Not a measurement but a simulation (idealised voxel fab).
A process module follows: voxel transistor to metal.
For reference, the cross-section in this document is cut, with width 190 nm and square cells of 5 nm.
Throughout this document, each cross-section is represented as a grid of square cells and is presented as a sequence of bands enumerated from the top downward, where a band comprises one or more rows of cells.
Band entry format. Leading values: height of top, height of bottom, nm. Remainder: materials in left-to-right order, each with its width in nm. Special words: "everywhere" on a single material, which then fills the band edge to edge; "empty", empty space.
The level at which height equals 0 is the one under which the wafer, as it arrives, is entirely one material. No lower edge exists for the bottom band, which continues downward and is notated as in "z 0 and below".
A two-number width, for instance "30->40", indicates that the width is equal to the first number in the top row of the band and to the second number in the bottom row, and that it changes by a constant amount per row of cells.
Basically "remained the same" means that step didn't change any cell in the cross-section.
Listed in "Completely enclosed voids": every empty space of 8 or more cells without an open way to the top. Form: width x height at distance, the distance being from the left edge, all in nm.
Heads up: the bit after the settings on a step's line is the simulator's remark on that step.
The setting "overlay nm" may be written on the line of a step. When the step uses a mask, the value reports how far to the right of the planned place the mask lay, and a negative value reports that it lay to the left.
Process steps - plan:
1) RECEIVE (material Si)
2) OXIDIZE (depth nm 5)
3) CONFORMAL_DEP (material SiN; thk nm 15)
4) MASKED_ETCH (tone cover; mask id ACTIVE; width nm 105; etch materials SiN; depth nm 15; overlay nm 0)
5) MASKED_ETCH (tone cover; mask id ACTIVE; width nm 105; etch materials SiO2; depth nm 5; overlay nm 0)
6) MASKED_ETCH (tone cover; mask id ACTIVE; width nm 105; etch materials Si; depth nm 30; overlay nm 0)
7) OXIDIZE (depth nm 5)
8) FILL_DEP (material SiO2; thk nm 10)
9) CMP (height nm 15)
10) SELECTIVE_ETCH (etch materials SiO2; depth nm 5)
11) STRIP (etch materials SiN)
12) SELECTIVE_ETCH (etch materials SiO2; depth nm 5)
13) OXIDIZE (depth nm 5)
14) DIRECTIONAL_DEP (material polySi; thk nm 20)
15) DIRECTIONAL_DEP (material SiCN; thk nm 10)
16) MASKED_ETCH (tone cover; mask id GATE; width nm 15; etch materials SiCN; depth nm 20; overlay nm 0)
17) MASKED_ETCH (tone cover; mask id GATE; width nm 15; etch materials polySi; depth nm 30; overlay nm 0)
18) CONFORMAL_DEP (material SiO2; thk nm 5)
19) DIRECTIONAL_ETCH (etch materials SiO2; depth nm 5)
20) CONFORMAL_DEP (material SiN; thk nm 5)
21) DIRECTIONAL_ETCH (etch materials SiN; depth nm 5)
22) DIRECTIONAL_ETCH (etch materials SiO2; depth nm 5)
23) DIRECTIONAL_ETCH (etch materials Si; depth nm 15)
24) EPI (material nSi; thk nm 15)
25) FILL_DEP (material SiO2; thk nm 10)
26) CMP (height nm 25)
27) DIRECTIONAL_DEP (material SiO2; thk nm 10)
28) DIRECTIONAL_DEP (material aC; thk nm 10)
29) PATTERN (tone open; mask id CONTACT; material resist; width nm 30; pitch nm 55; thk nm 30; overlay nm 0)
30) DIRECTIONAL_ETCH (etch materials aC; depth nm 10)
31) STRIP (etch materials resist)
32) DIRECTIONAL_ETCH (etch materials SiO2; depth nm 45)
33) STRIP (etch materials aC)
34) CONFORMAL_DEP (material TiN; thk nm 5)
35) FILL_DEP (material W; thk nm 10)
36) CMP (height nm 35)
37) DIRECTIONAL_DEP (material TiN; thk nm 5)
38) DIRECTIONAL_DEP (material Ru; thk nm 15)
39) PATTERN (tone cover; mask id METAL_1; material resist; width nm 15; pitch nm 70; thk nm 20; overlay nm 0)
40) DIRECTIONAL_ETCH (etch materials Ru; depth nm 15)
41) DIRECTIONAL_ETCH (etch materials TiN; depth nm 5)
42) STRIP (etch materials resist)
43) CONFORMAL_DEP (material SiN; thk nm 5)
44) FILL_DEP (material SiO2; thk nm 5)
45) CMP (height nm 55)
46) CONFORMAL_DEP (material SiCN; thk nm 5)
47) DIRECTIONAL_DEP (material SiO2; thk nm 30)
48) DIRECTIONAL_DEP (material aC; thk nm 15)
49) PATTERN (tone open; mask id METAL_2; material resist; width nm 15; pitch nm 70; thk nm 30; overlay nm 0)
50) DIRECTIONAL_ETCH (etch materials aC; depth nm 15)
51) STRIP (etch materials resist)
52) DIRECTIONAL_ETCH (etch materials SiO2; depth nm 20)
53) STRIP (etch materials aC)
54) MASKED_ETCH (tone open; mask id METAL_2_HOLES; width nm 15; pitch nm 70; etch materials SiO2; depth nm 10; overlay nm 0)
55) MASKED_ETCH (tone open; mask id METAL_2_HOLES; width nm 15; pitch nm 70; etch materials SiCN; depth nm 5; overlay nm 0)
56) CONFORMAL_DEP (material TiN; thk nm 5)
57) FILL_DEP (material Cu; thk nm 5)
58) CMP (height nm 90)
59) CONFORMAL_DEP (material SiCN; thk nm 5)
As received (post step 1): cross-section:
  z 0 and below: Si everywhere
  Completely enclosed voids: none
Cross-section: first of two wafers, module finished, run according to plan:
  z 95 to 90: SiCN everywhere
  z 90 to 60: 50 of SiO2  5 of TiN  5 of Cu  5 of TiN  55 of SiO2  5 of TiN  5 of Cu  5 of TiN  55 of SiO2
  z 60 to 55: 50 of SiCN  15 of TiN  55 of SiCN  15 of TiN  55 of SiCN
  z 55 to 40: 45 of SiO2  5 of SiN  15 of Ru  5 of SiN  45 of SiO2  5 of SiN  15 of Ru  5 of SiN  50 of SiO2
  z 40 to 35: 50 of SiN  15 of TiN  55 of SiN  15 of TiN  55 of SiN
  z 35 to 25: 50 of SiO2  5 of TiN  20->15 of W  5->10 of TiN  25 of SiO2  5->10 of TiN  20->15 of W  5 of TiN  55 of SiO2
  z 25 to 15: 50 of SiO2  5 of TiN  15 of W  5 of TiN  5 of SiN  5 of SiO2  15 of SiCN  5 of SiO2  5 of SiN  5 of TiN  15 of W  5 of TiN  55 of SiO2
  z 15 to 10: 50 of SiO2  5 of TiN  15 of W  5 of TiN  5 of SiN  5 of SiO2  15 of polySi  5 of SiO2  5 of SiN  5 of TiN  15 of W  5 of TiN  55 of SiO2
  z 10 to 5: 50 of SiO2  25 of TiN  5 of SiN  5 of SiO2  15 of polySi  5 of SiO2  5 of SiN  25 of TiN  55 of SiO2
  z 5 to -5: 40 of SiO2  5 of SiN  5 of SiO2  10 of TiN  15 of nSi  5 of SiN  5 of SiO2  15 of polySi  5 of SiO2  5 of SiN  15 of nSi  10 of TiN  5 of SiO2  5 of SiN  45 of SiO2
  z -5 to -10: 50 of SiO2  10 of TiN  15 of nSi  35 of SiO2  15 of nSi  10 of TiN  55 of SiO2
  z -10 to -25: 45 of SiO2  30 of nSi  35 of Si  30 of nSi  50 of SiO2
  z -25 to -40: 45 of SiO2  95 of Si  50 of SiO2
  z -40 and below: Si everywhere
  Completely enclosed voids: none
What the second wafer looks like in cross-section once the module is done. Its start and its plan matched the first wafer's exactly; what differed was one mistake in how it was run:
  z 95 to 90: SiCN everywhere
  z 90 to 80: 45 of SiO2  5->10 of TiN  10->5 of Cu  5 of TiN  50 of SiO2  5->10 of TiN  10->5 of Cu  5 of TiN  55 of SiO2
  z 80 to 75: 50 of SiO2  5 of TiN  5 of Cu  5 of TiN  55 of SiO2  5 of TiN  5 of Cu  5 of TiN  55 of SiO2
  z 75 to 70: 50 of SiO2  15 of TiN  55 of SiO2  15 of TiN  55 of SiO2
  z 70 to 60: 50 of SiO2  10 of TiN  60 of SiO2  10 of TiN  60 of SiO2
  z 60 to 55: 50 of SiCN  10 of TiN  60 of SiCN  10 of TiN  60 of SiCN
  z 55 to 40: 45 of SiO2  5 of SiN  15 of Ru  5 of SiN  45 of SiO2  5 of SiN  15 of Ru  5 of SiN  50 of SiO2
  z 40 to 35: 50 of SiN  15 of TiN  55 of SiN  15 of TiN  55 of SiN
  z 35 to 25: 50 of SiO2  5 of TiN  20->15 of W  5->10 of TiN  25 of SiO2  5->10 of TiN  20->15 of W  5 of TiN  55 of SiO2
  z 25 to 15: 50 of SiO2  5 of TiN  15 of W  5 of TiN  5 of SiN  5 of SiO2  15 of SiCN  5 of SiO2  5 of SiN  5 of TiN  15 of W  5 of TiN  55 of SiO2
  z 15 to 10: 50 of SiO2  5 of TiN  15 of W  5 of TiN  5 of SiN  5 of SiO2  15 of polySi  5 of SiO2  5 of SiN  5 of TiN  15 of W  5 of TiN  55 of SiO2
  z 10 to 5: 50 of SiO2  25 of TiN  5 of SiN  5 of SiO2  15 of polySi  5 of SiO2  5 of SiN  25 of TiN  55 of SiO2
  z 5 to -5: 40 of SiO2  5 of SiN  5 of SiO2  10 of TiN  15 of nSi  5 of SiN  5 of SiO2  15 of polySi  5 of SiO2  5 of SiN  15 of nSi  10 of TiN  5 of SiO2  5 of SiN  45 of SiO2
  z -5 to -10: 50 of SiO2  10 of TiN  15 of nSi  35 of SiO2  15 of nSi  10 of TiN  55 of SiO2
  z -10 to -25: 45 of SiO2  30 of nSi  35 of Si  30 of nSi  50 of SiO2
  z -25 to -40: 45 of SiO2  95 of Si  50 of SiO2
  z -40 and below: Si everywhere
  Completely enclosed voids: none
What was done differently from what was planned? step 54 ran differently from the plan; actual operation with settings: MASKED_ETCH (tone open; mask id METAL_2_HOLES; width nm 15; pitch nm 70; etch materials SiO2; depth nm 10; overlay nm -5)
Looking at both finished wafers in cells, the second ends up ahead of or behind the first on some materials: -4 Cu; +2 SiCN; +2 TiN
